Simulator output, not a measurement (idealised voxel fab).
Documented hereafter: the process module known as voxel self aligned contacts.
Displayed cross-section: cut, width of 205 nm, square cells sized 5 nm.
In this document a cross-section is written as a grid of square cells. It is given as a series of bands, listed from the top down, and a band is one or more rows of cells. Band: top and bottom heights (nm) first, top before bottom; then materials from left to right, widths in nm. "all across" marks a sole material filling the band edge to edge. "empty" denotes empty space. Heights from 0 (as-received wafer is one material below). Bottom band endless downward, as "0..down". Quick explanation for "30 to 40": the width changes in equal steps down the rows of cells, from the first number in the band's top row to the second number in its bottom row. The cross-section has no changed cell in any step marked "left unchanged". Voids not open to the top, 8 cells minimum: see "Encapsulated voids". Written width x height at distance; distance is from the left edge; nm. Heads up: the bit after the settings on a step's line is the simulator's remark on that step. overlay nm: how far to the right of its planned place the mask lay on this masked step (negative: to the left).

List of planned process steps:
| 1 | RECEIVE,material Si |
| 2 | OXIDIZE,depth nm 5 |
| 3 | DIRECTIONAL_DEP,material polySi,thk nm 20 |
| 4 | DIRECTIONAL_DEP,material SiN,thk nm 25 |
| 5 | MASKED_ETCH,tone cover,mask id GATE,width nm 30,pitch nm 65,etch materials SiN,depth nm 25,overlay nm 0 |
| 6 | MASKED_ETCH,tone cover,mask id GATE,width nm 30,pitch nm 65,etch materials polySi,depth nm 20,overlay nm 0 |
| 7 | CONFORMAL_DEP,material SiN,thk nm 10 |
| 8 | DIRECTIONAL_ETCH,etch materials SiN,depth nm 10 |
| 9 | FILL_DEP,material SiO2,thk nm 20 |
| 10 | CMP,height nm 55 |
| 11 | DIRECTIONAL_DEP,material aC,thk nm 15 |
| 12 | PATTERN,tone open,mask id CONTACT,material resist,width nm 45,thk nm 30,overlay nm 0 |
| 13 | DIRECTIONAL_ETCH,etch materials aC,depth nm 15 |
| 14 | STRIP,etch materials resist |
| 15 | DIRECTIONAL_ETCH,etch materials SiO2,depth nm 60 |
| 16 | STRIP,etch materials aC |
| 17 | CONFORMAL_DEP,material TiN,thk nm 5 |
| 18 | FILL_DEP,material Ru,thk nm 5 |
| 19 | CMP,height nm 55 |
| 20 | CONFORMAL_DEP,material SiCN,thk nm 5 |

first wafer, as planned:

Cross-section of the wafer upon arrival, representing the state reached after step 1:
	0..down = Si all across
	Encapsulated voids: none

Sectional view: wafer, after step 2:
	0..-5 = SiO2 all across
	Under the height -5 nothing was changed.

Sectional view: wafer, after step 3:
	20..0 = polySi all across
	Under the height 0 nothing was changed.

Sectional view: wafer, after step 4:
	45..20 = SiN all across
	Under the height 20 nothing was changed.

Sectional view: wafer, after step 5:
	45..20 = empty (55)  SiN (30)  empty (35)  SiN (30)  empty (55)
	Under the height 20 nothing was changed.

Sectional view: wafer, after step 6:
	45..20 = empty (55)  SiN (30)  empty (35)  SiN (30)  empty (55)
	20..0 = empty (55)  polySi (30)  empty (35)  polySi (30)  empty (55)
	Under the height 0 nothing was changed.

Sectional view: wafer, after step 7:
	55..20 = empty (45)  SiN (50)  empty (15)  SiN (50)  empty (45)
	20..10 = empty (45)  SiN (10)  polySi (30)  SiN (10)  empty (15)  SiN (10)  polySi (30)  SiN (10)  empty (45)
	10..0 = SiN (55)  polySi (30)  SiN (35)  polySi (30)  SiN (55)
	Under the height 0 nothing was changed.

Sectional view: wafer, after step 8:
	45..20 = empty (45)  SiN (50)  empty (15)  SiN (50)  empty (45)
	20..0 = empty (45)  SiN (10)  polySi (30)  SiN (10)  empty (15)  SiN (10)  polySi (30)  SiN (10)  empty (45)
	Under the height 0 nothing was changed.

Sectional view: wafer, after step 9:
	65..45 = SiO2 all across
	45..20 = SiO2 (45)  SiN (50)  SiO2 (15)  SiN (50)  SiO2 (45)
	20..0 = SiO2 (45)  SiN (10)  polySi (30)  SiN (10)  SiO2 (15)  SiN (10)  polySi (30)  SiN (10)  SiO2 (45)
	Under the height 0 nothing was changed.

Sectional view: wafer, after step 10:
	55..45 = SiO2 all across
	Under the height 45 nothing was changed.

Sectional view: wafer, after step 11:
	70..55 = aC all across
	Under the height 55 nothing was changed.

Sectional view: wafer, after step 12:
	100..70 = resist (80)  empty (45)  resist (80)
	Under the height 70 nothing was changed.

Sectional view: wafer, after step 13:
	85..70 = resist (80)  empty (45)  resist (80)
	70..55 = aC (80)  empty (45)  aC (80)
	Under the height 55 nothing was changed.

Sectional view: wafer, after step 14:
	70..55 = aC (80)  empty (45)  aC (80)
	Under the height 55 nothing was changed.

Sectional view: wafer, after step 15:
	70..55 = aC (80)  empty (45)  aC (80)
	55..45 = SiO2 (80)  empty (45)  SiO2 (80)
	45..20 = SiO2 (45)  SiN (50)  empty (15)  SiN (50)  SiO2 (45)
	20..0 = SiO2 (45)  SiN (10)  polySi (30)  SiN (10)  empty (15)  SiN (10)  polySi (30)  SiN (10)  SiO2 (45)
	0..-5 = SiO2 (95)  empty (15)  SiO2 (95)
	Under the height -5 nothing was changed.

Sectional view: wafer, after step 16:
	55..45 = SiO2 (80)  empty (45)  SiO2 (80)
	Under the height 45 nothing was changed.

Sectional view: wafer, after step 17:
	60..55 = TiN (85)  empty (35)  TiN (85)
	55..45 = SiO2 (80)  TiN (5 to 20)  empty (35 to 5)  TiN (5 to 20)  SiO2 (80)
	45..20 = SiO2 (45)  SiN (50)  TiN (5)  empty (5)  TiN (5)  SiN (50)  SiO2 (45)
	20..0 = SiO2 (45)  SiN (10)  polySi (30)  SiN (10)  TiN (5)  empty (5)  TiN (5)  SiN (10)  polySi (30)  SiN (10)  SiO2 (45)
	0..-5 = SiO2 (95)  TiN (15)  SiO2 (95)
	Under the height -5 nothing was changed.

Sectional view: wafer, after step 18:
	65..60 = Ru all across
	60..55 = TiN (85)  Ru (35)  TiN (85)
	55..45 = SiO2 (80)  TiN (5 to 20)  Ru (35 to 5)  TiN (5 to 20)  SiO2 (80)
	45..20 = SiO2 (45)  SiN (50)  TiN (5)  Ru (5)  TiN (5)  SiN (50)  SiO2 (45)
	20..0 = SiO2 (45)  SiN (10)  polySi (30)  SiN (10)  TiN (5)  Ru (5)  TiN (5)  SiN (10)  polySi (30)  SiN (10)  SiO2 (45)
	Under the height 0 nothing was changed.

Sectional view: wafer, after step 19:
	55..45 = SiO2 (80)  TiN (5 to 20)  Ru (35 to 5)  TiN (5 to 20)  SiO2 (80)
	Under the height 45 nothing was changed.

Sectional view: wafer, after step 20:
	60..55 = SiCN all across
	Under the height 55 nothing was changed.

Wafer two. Same start, same plan, one slip in execution. Same as wafer one through step 3, inclusive:

At the planned end of step 4, the second wafer in cross-section:
	70..20 = SiN all across
	Under the height 20 nothing was changed.

At the planned end of step 5, the second wafer in cross-section:
	70..45 = empty (55)  SiN (30)  empty (35)  SiN (30)  empty (55)
	Under the height 45 nothing was changed.

At the planned end of step 6, the second wafer in cross-section: left unchanged

At the planned end of step 7, the second wafer in cross-section:
	80..55 = empty (45)  SiN (50)  empty (15)  SiN (50)  empty (45)
	55..20 = SiN all across
	Under the height 20 nothing was changed.

At the planned end of step 8, the second wafer in cross-section:
	70..45 = empty (45)  SiN (50)  empty (15)  SiN (50)  empty (45)
	Under the height 45 nothing was changed.

At the planned end of step 9, the second wafer in cross-section:
	90..70 = SiO2 all across
	70..45 = SiO2 (45)  SiN (50)  SiO2 (15)  SiN (50)  SiO2 (45)
	Under the height 45 nothing was changed.

At the planned end of step 10, the second wafer in cross-section:
	55..45 = SiO2 (45)  SiN (50)  SiO2 (15)  SiN (50)  SiO2 (45)
	Under the height 45 nothing was changed.

At the planned end of step 11, the second wafer in cross-section:
	70..55 = aC all across
	Under the height 55 nothing was changed.

At the planned end of step 12, the second wafer in cross-section:
	100..70 = resist (80)  empty (45)  resist (80)
	Under the height 70 nothing was changed.

At the planned end of step 13, the second wafer in cross-section:
	85..70 = resist (80)  empty (45)  resist (80)
	70..55 = aC (80)  empty (45)  aC (80)
	Under the height 55 nothing was changed.

At the planned end of step 14, the second wafer in cross-section:
	70..55 = aC (80)  empty (45)  aC (80)
	Under the height 55 nothing was changed.

At the planned end of step 15, the second wafer in cross-section:
	70..55 = aC (80)  empty (45)  aC (80)
	55..45 = SiO2 (45)  SiN (50)  empty (15)  SiN (50)  SiO2 (45)
	Under the height 45 nothing was changed.

At the planned end of step 16, the second wafer in cross-section:
	55..45 = SiO2 (45)  SiN (50)  empty (15)  SiN (50)  SiO2 (45)
	Under the height 45 nothing was changed.

At the planned end of step 17, the second wafer in cross-section:
	60..55 = TiN (100)  empty (5)  TiN (100)
	55..50 = SiO2 (45)  SiN (50)  TiN (5)  empty (5)  TiN (5)  SiN (50)  SiO2 (45)
	50..45 = SiO2 (45)  SiN (50)  TiN (15)  SiN (50)  SiO2 (45)
	Under the height 45 nothing was changed.

At the planned end of step 18, the second wafer in cross-section:
	65..60 = Ru all across
	60..55 = TiN (100)  Ru (5)  TiN (100)
	55..50 = SiO2 (45)  SiN (50)  TiN (5)  Ru (5)  TiN (5)  SiN (50)  SiO2 (45)
	Under the height 50 nothing was changed.

At the planned end of step 19, the second wafer in cross-section:
	55..50 = SiO2 (45)  SiN (50)  TiN (5)  Ru (5)  TiN (5)  SiN (50)  SiO2 (45)
	Under the height 50 nothing was changed.

At the planned end of step 20, the second wafer in cross-section:
	60..55 = SiCN all across
	Under the height 55 nothing was changed.
It is concluded that the wafer was processed incorrectly with respect to the plan, in that step 4 in the plan was executed twice
Heads up, by the end the second wafer has more or fewer cells of some materials compared to the first: -16 Ru | +113 SiN | -187 SiO2 | -26 TiN | +116 polySi
